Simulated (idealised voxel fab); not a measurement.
Name of the process module below: voxel quadruple lines
The figure presents cross-section cut, which has a width of 220 nm and is divided into square cells with an edge length of 5 nm.
Think of the cross-section as a grid of square cells. We describe it in bands, top to bottom, and each band covers one or more rows of those cells.
The band entry comprises the height of the band's top followed by the height of its bottom, expressed in nm, and subsequently the band's materials from left to right, each stated together with its width in nm. Where a single material is marked with the word "edge to edge", that material fills the band from edge to edge. The word "blank" represents empty space.
Beneath 0, the wafer as received is one material, and that level is where height counting begins. The lowest band goes on downward without a bottom; it is written like "z 0 and below".
When a width is written as two numbers, as in "30 to 40", the first number is the width in the top row of cells of the band and the second is the width in its bottom row, and the width changes by the same amount from each row to the next.
"remained unchanged", as given for a step, is the statement that not any cell of the cross-section underwent a change during that step.
Basically, "Closed internal cavities" tells you about the enclosed voids: empty spaces with no open way to the top, 8 cells or bigger, each written width x height at distance, where distance is from the left edge, all in nm.
On a step's line, text after the settings is the simulator commenting on that step.
Among the settings permitted on a step's line is "overlay nm"; applied to a step with a mask, it specifies the extent to which the mask lay to the right of its planned position, whereas a negative figure signifies a position to the left.
## These are the steps we planned for the process
1 RECEIVE with material Si
2 CONFORMAL_DEP with material SiO2, thk nm 5
3 DIRECTIONAL_DEP with material W, thk nm 15
4 DIRECTIONAL_DEP with material polySi, thk nm 20
5 DIRECTIONAL_DEP with material aC, thk nm 20
6 PATTERN with tone cover, mask id MANDREL, material resist, width nm 25, thk nm 30, overlay nm 0
7 DIRECTIONAL_ETCH with etch materials aC, depth nm 20
8 STRIP with etch materials resist
9 CONFORMAL_DEP with material SiO2, thk nm 15
10 DIRECTIONAL_ETCH with etch materials SiO2, depth nm 15
11 STRIP with etch materials aC
12 DIRECTIONAL_ETCH with etch materials polySi, depth nm 20
13 STRIP with etch materials SiO2
14 CONFORMAL_DEP with material SiCN, thk nm 5
15 DIRECTIONAL_ETCH with etch materials SiCN, depth nm 5
16 STRIP with etch materials polySi
17 DIRECTIONAL_ETCH with etch materials W, depth nm 15
18 STRIP with etch materials SiCN
19 FILL_DEP with material lowk, thk nm 10
20 CMP with height nm 20
## Cross-sectional view of the wafer in its as-received condition, corresponding to the state after step 1
- z 0 and below | Si edge to edge
- Closed internal cavities: none
## Wafer cross-section at end of module: start and plan as shown above, one execution error
- z 20 to 5 | lowk (80)  W (5)  lowk (15)  W (5)  lowk (10)  W (5)  lowk (15)  W (5)  lowk (80)
- z 5 to 0 | SiO2 edge to edge
- z 0 and below | Si edge to edge
- Closed internal cavities: none
Against the plan, the run slipped here: it should be noted that step 6 was executed with settings other than those planned, the operation and settings actually applied being PATTERN with tone cover, mask id MANDREL, material resist, width nm 20, thk nm 30, overlay nm 0
